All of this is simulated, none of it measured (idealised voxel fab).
process module | voxel capacitor over wiring
cross-section cut | 165 nm wide | cells 5 nm
A cross-section is a grid of square cells, given in bands from the top down. A band is one or more rows of cells.
Each band's line starts with the height of the band's top and of its bottom, in nm. Then come its materials from left to right, each with its width in nm. One material with "throughout" fills the band from edge to edge. "air" is empty space.
Height 0 is the level under which the wafer as received is all one material. The lowest band goes on downwards, as in "0 down".
A width such as "30 to 40" changes by the same amount from each row of cells to the next, from the band's top row to its bottom row.
"no change" after a step means that no cell of the cross-section changed.
closed voids: empty space of 8 cells or more with no open way to the top, each as width x height at its distance from the left edge, in nm
after a step's settings: what the simulator itself notes on the step
overlay nm, on a step with a mask: how far to the right of its planned place the mask lay; to the left if negative
plan
1 op RECEIVE | material Si
2 op CONFORMAL_DEP | material SiO2 | thk nm 15
3 op CONFORMAL_DEP | material SiCN | thk nm 5
4 op DIRECTIONAL_DEP | material SiO2 | thk nm 25
5 op PATTERN | tone open | mask id METAL_1 | material resist | width nm 30 | pitch nm 95 | thk nm 15 | overlay nm 0
6 op DIRECTIONAL_ETCH | etch materials SiO2 | depth nm 25
7 op DIRECTIONAL_ETCH | etch materials SiCN | depth nm 5
8 op STRIP | etch materials resist
9 op CONFORMAL_DEP | material TiN | thk nm 5
10 op FILL_DEP | material Ru | thk nm 5
11 op CMP | height nm 45
12 op EPI | material Ru | thk nm 5
13 op FILL_DEP | material SiCN | thk nm 5
14 op DIRECTIONAL_DEP | material SiO2 | thk nm 20
15 op DIRECTIONAL_DEP | material aC | thk nm 10
16 op PATTERN | tone open | mask id PLUG_1 | material resist | width nm 15 | thk nm 25 | overlay nm 0
17 op DIRECTIONAL_ETCH | etch materials aC | depth nm 10
18 op STRIP | etch materials resist
19 op DIRECTIONAL_ETCH | etch materials SiO2 | depth nm 20
20 op DIRECTIONAL_ETCH | etch materials SiCN | depth nm 5
21 op STRIP | etch materials aC
22 op CONFORMAL_DEP | material TiN | thk nm 5
23 op FILL_DEP | material W | thk nm 5
24 op CMP | height nm 75
25 op DIRECTIONAL_DEP | material TiN | thk nm 5
26 op DIRECTIONAL_DEP | material SiN | thk nm 5
27 op DIRECTIONAL_DEP | material TiN | thk nm 10
28 op MASKED_ETCH | tone cover | mask id UPPER_PLATE | width nm 70 | etch materials TiN | depth nm 10 | overlay nm 0
29 op MASKED_ETCH | tone cover | mask id UPPER_PLATE | width nm 70 | etch materials SiN | depth nm 5 | overlay nm 0
30 op PATTERN | tone cover | mask id LOWER_PLATE | material resist | width nm 80 | thk nm 15 | overlay nm 0
31 op DIRECTIONAL_ETCH | etch materials TiN | depth nm 5
32 op STRIP | etch materials resist
33 op FILL_DEP | material SiO2 | thk nm 15
34 op CMP | height nm 105
35 op PATTERN | tone open | mask id PLUG_2 | material resist | width nm 15 | thk nm 20 | overlay nm 0
36 op DIRECTIONAL_ETCH | etch materials SiO2 | depth nm 10
37 op STRIP | etch materials resist
38 op CONFORMAL_DEP | material TiN | thk nm 5
39 op FILL_DEP | material Cu | thk nm 5
40 op CMP | height nm 105
41 op CONFORMAL_DEP | material SiCN | thk nm 5
first wafer, as planned
as received, after step 1
  0 down: Si throughout
  closed voids: none
after step 2
  15 to 0: SiO2 throughout
  below 0: unchanged
after step 3
  20 to 15: SiCN throughout
  below 15: unchanged
after step 4
  45 to 20: SiO2 throughout
  below 20: unchanged
after step 5
  60 to 45: resist 20 | air 30 | resist 65 | air 30 | resist 20
  below 45: unchanged
after step 6
  60 to 45: resist 20 | air 30 | resist 65 | air 30 | resist 20
  45 to 20: SiO2 20 | air 30 | SiO2 65 | air 30 | SiO2 20
  below 20: unchanged
after step 7
  60 to 45: resist 20 | air 30 | resist 65 | air 30 | resist 20
  45 to 20: SiO2 20 | air 30 | SiO2 65 | air 30 | SiO2 20
  20 to 15: SiCN 20 | air 30 | SiCN 65 | air 30 | SiCN 20
  below 15: unchanged
after step 8
  45 to 20: SiO2 20 | air 30 | SiO2 65 | air 30 | SiO2 20
  below 20: unchanged
after step 9
  50 to 45: TiN 25 | air 20 | TiN 75 | air 20 | TiN 25
  45 to 20: SiO2 20 | TiN 5 | air 20 | TiN 5 | SiO2 65 | TiN 5 | air 20 | TiN 5 | SiO2 20
  20 to 15: SiCN 20 | TiN 30 | SiCN 65 | TiN 30 | SiCN 20
  below 15: unchanged
after step 10
  55 to 50: Ru throughout
  50 to 45: TiN 25 | Ru 20 | TiN 75 | Ru 20 | TiN 25
  45 to 20: SiO2 20 | TiN 5 | Ru 20 | TiN 5 | SiO2 65 | TiN 5 | Ru 20 | TiN 5 | SiO2 20
  below 20: unchanged
after step 11
  45 to 20: SiO2 20 | TiN 5 | Ru 20 | TiN 5 | SiO2 65 | TiN 5 | Ru 20 | TiN 5 | SiO2 20
  below 20: unchanged
after step 12
  50 to 45: air 15 | Ru 40 | air 55 | Ru 40 | air 15
  below 45: unchanged
after step 13
  55 to 50: SiCN throughout
  50 to 45: SiCN 15 | Ru 40 | SiCN 55 | Ru 40 | SiCN 15
  below 45: unchanged
after step 14
  75 to 55: SiO2 throughout
  below 55: unchanged
after step 15
  85 to 75: aC throughout
  below 75: unchanged
after step 16
  110 to 85: resist 35 | air 15 | resist 115
  below 85: unchanged
after step 17
  100 to 85: resist 35 | air 15 | resist 115
  85 to 75: aC 35 | air 15 | aC 115
  below 75: unchanged
after step 18
  85 to 75: aC 35 | air 15 | aC 115
  below 75: unchanged
after step 19
  85 to 75: aC 35 | air 15 | aC 115
  75 to 55: SiO2 35 | air 15 | SiO2 115
  below 55: unchanged
after step 20
  85 to 75: aC 35 | air 15 | aC 115
  75 to 55: SiO2 35 | air 15 | SiO2 115
  55 to 50: SiCN 35 | air 15 | SiCN 115
  below 50: unchanged
after step 21
  75 to 55: SiO2 35 | air 15 | SiO2 115
  below 55: unchanged
after step 22
  80 to 75: TiN 40 | air 5 | TiN 120
  75 to 55: SiO2 35 | TiN 5 | air 5 | TiN 5 | SiO2 115
  55 to 50: SiCN 35 | TiN 15 | SiCN 115
  below 50: unchanged
after step 23
  85 to 80: W throughout
  80 to 75: TiN 40 | W 5 | TiN 120
  75 to 55: SiO2 35 | TiN 5 | W 5 | TiN 5 | SiO2 115
  below 55: unchanged
after step 24
  75 to 55: SiO2 35 | TiN 5 | W 5 | TiN 5 | SiO2 115
  below 55: unchanged
after step 25
  80 to 75: TiN throughout
  below 75: unchanged
after step 26
  85 to 80: SiN throughout
  below 80: unchanged
after step 27
  95 to 85: TiN throughout
  below 85: unchanged
after step 28
  95 to 85: air 35 | TiN 70 | air 60
  below 85: unchanged
after step 29
  95 to 85: air 35 | TiN 70 | air 60
  85 to 80: air 35 | SiN 70 | air 60
  below 80: unchanged
after step 30
  110 to 95: air 30 | resist 80 | air 55
  95 to 85: air 30 | resist 5 | TiN 70 | resist 5 | air 55
  85 to 80: air 30 | resist 5 | SiN 70 | resist 5 | air 55
  below 80: unchanged
after step 31
  110 to 95: air 30 | resist 80 | air 55
  95 to 85: air 30 | resist 5 | TiN 70 | resist 5 | air 55
  85 to 80: air 30 | resist 5 | SiN 70 | resist 5 | air 55
  80 to 75: air 30 | TiN 80 | air 55
  below 75: unchanged
after step 32
  95 to 85: air 35 | TiN 70 | air 60
  85 to 80: air 35 | SiN 70 | air 60
  below 80: unchanged
after step 33
  110 to 95: SiO2 throughout
  95 to 85: SiO2 35 | TiN 70 | SiO2 60
  85 to 80: SiO2 35 | SiN 70 | SiO2 60
  80 to 75: SiO2 30 | TiN 80 | SiO2 55
  below 75: unchanged
after step 34
  105 to 95: SiO2 throughout
  below 95: unchanged
after step 35
  125 to 105: resist 45 | air 15 | resist 105
  below 105: unchanged
after step 36
  125 to 105: resist 45 | air 15 | resist 105
  105 to 95: SiO2 45 | air 15 | SiO2 105
  below 95: unchanged
after step 37
  105 to 95: SiO2 45 | air 15 | SiO2 105
  below 95: unchanged
after step 38
  110 to 105: TiN 50 | air 5 | TiN 110
  105 to 100: SiO2 45 | TiN 5 | air 5 | TiN 5 | SiO2 105
  100 to 95: SiO2 45 | TiN 15 | SiO2 105
  below 95: unchanged
after step 39
  115 to 110: Cu throughout
  110 to 105: TiN 50 | Cu 5 | TiN 110
  105 to 100: SiO2 45 | TiN 5 | Cu 5 | TiN 5 | SiO2 105
  below 100: unchanged
after step 40
  105 to 100: SiO2 45 | TiN 5 | Cu 5 | TiN 5 | SiO2 105
  below 100: unchanged
after step 41
  110 to 105: SiCN throughout
  below 105: unchanged
second wafer: like start, like plan, one mistake. Through step 29 it matches the first wafer
when step 30 should have ended
  110 to 95: air 20 | resist 80 | air 65
  95 to 85: air 20 | resist 15 | TiN 70 | air 60
  85 to 80: air 20 | resist 15 | SiN 70 | air 60
  below 80: unchanged
when step 31 should have ended
  110 to 95: air 20 | resist 80 | air 65
  95 to 85: air 20 | resist 15 | TiN 65 to 70 | air 65 to 60
  85 to 80: air 20 | resist 15 | SiN 70 | air 60
  80 to 75: air 20 | TiN 85 | air 60
  below 75: unchanged
when step 32 should have ended
  95 to 85: air 35 | TiN 65 to 70 | air 65 to 60
  85 to 80: air 35 | SiN 70 | air 60
  below 80: unchanged
when step 33 should have ended
  110 to 95: SiO2 throughout
  95 to 85: SiO2 35 | TiN 65 to 70 | SiO2 65 to 60
  85 to 80: SiO2 35 | SiN 70 | SiO2 60
  80 to 75: SiO2 20 | TiN 85 | SiO2 60
  below 75: unchanged
when step 34 should have ended
  105 to 95: SiO2 throughout
  below 95: unchanged
when step 35 should have ended
  125 to 105: resist 45 | air 15 | resist 105
  below 105: unchanged
when step 36 should have ended
  125 to 105: resist 45 | air 15 | resist 105
  105 to 95: SiO2 45 | air 15 | SiO2 105
  below 95: unchanged
when step 37 should have ended
  105 to 95: SiO2 45 | air 15 | SiO2 105
  below 95: unchanged
when step 38 should have ended
  110 to 105: TiN 50 | air 5 | TiN 110
  105 to 100: SiO2 45 | TiN 5 | air 5 | TiN 5 | SiO2 105
  100 to 90: SiO2 45 to 35 | TiN 15 to 65 | SiO2 105 to 65
  below 90: unchanged
when step 39 should have ended
  115 to 110: Cu throughout
  110 to 105: TiN 50 | Cu 5 | TiN 110
  105 to 100: SiO2 45 | TiN 5 | Cu 5 | TiN 5 | SiO2 105
  below 100: unchanged
when step 40 should have ended
  105 to 100: SiO2 45 | TiN 5 | Cu 5 | TiN 5 | SiO2 105
  below 100: unchanged
when step 41 should have ended
  110 to 105: SiCN throughout
  below 105: unchanged
what went wrong: step 30 ran as: op PATTERN | tone cover | mask id LOWER_PLATE | material resist | width nm 80 | thk nm 15 | overlay nm -10
at the end the second wafer has, in cells: as many of each material as the first, in other places
